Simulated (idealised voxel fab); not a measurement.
Process module, titled voxel double patterning
Square cells of 5 nm make up the cross-section cut, whose width is 200 nm.
Each cross-section below is a grid of square cells, stated as bands in top-down order, with one or more rows of cells making up each band.
Top height, bottom height, nm. Materials left to right, width each, nm. Single material + "everywhere" = fills band edge to edge. "air" = empty.
Basically, 0 is our baseline, since under it the wafer straight out of the box is all one material. The bottom band has no lower end and keeps on going down, so it looks like "0 down".
Top row gets the first number, bottom row gets the second, and each row in between changes by the same step: that is how a band width like "30 to 40" works.
A step reported as "nothing different" is a step in which no cell of the cross-section changed.
Basically, "closed voids" tells you about the enclosed voids: empty spaces with no open way to the top, 8 cells or bigger, each written width x height at distance, where distance is from the left edge, all in nm.
Text after the settings on a step's line: the simulator's own remark on that step.
You can add "overlay nm" to a step's line. For a step with a mask, it describes how far the mask lay to the right of its planned position, and a negative number describes a lay to the left.
The steps planned for the process are as follows:
1 RECEIVE | material Si
2 CONFORMAL_DEP | material SiO2 | thk nm 5
3 DIRECTIONAL_DEP | material W | thk nm 10
4 DIRECTIONAL_DEP | material SiCN | thk nm 10
5 DIRECTIONAL_DEP | material aC | thk nm 15
6 PATTERN | tone open | mask id FIRST | material resist | width nm 15 | pitch nm 50 | thk nm 30 | overlay nm 0
7 DIRECTIONAL_ETCH | etch materials aC | depth nm 15
8 STRIP | etch materials resist
9 DIRECTIONAL_ETCH | etch materials SiCN | depth nm 10
10 STRIP | etch materials aC
11 PATTERN | tone open | mask id SECOND | material resist | width nm 15 | thk nm 15 | overlay nm 0
12 DIRECTIONAL_ETCH | etch materials SiCN | depth nm 10
13 STRIP | etch materials resist
14 DIRECTIONAL_ETCH | etch materials W | depth nm 10
15 STRIP | etch materials SiCN
Cross-sectional view of the wafer in its as-received condition, corresponding to the state after step 1:
0 down  Si everywhere
closed voids: none
First of two wafers, end-of-module section, run followed plan:
15 to 5  65 of W | 15 of air | 10 of W | 15 of air | 10 of W | 15 of air | 70 of W
5 to 0  SiO2 everywhere
0 down  Si everywhere
closed voids: none
The second wafer, shown in cross-section after the module: started the same way as the first and given the same plan, yet one mistake crept into how it was run:
10 to 5  65 of W | 15 of air | 10 of W | 15 of air | 10 of W | 15 of air | 70 of W
5 to 0  SiO2 everywhere
0 down  Si everywhere
closed voids: none
what went wrong: step 3 ran differently from the plan; actual operation with settings: DIRECTIONAL_DEP | material W | thk nm 5
Final tally in cells, some materials are higher or lower on the second wafer than on the first: -31 W
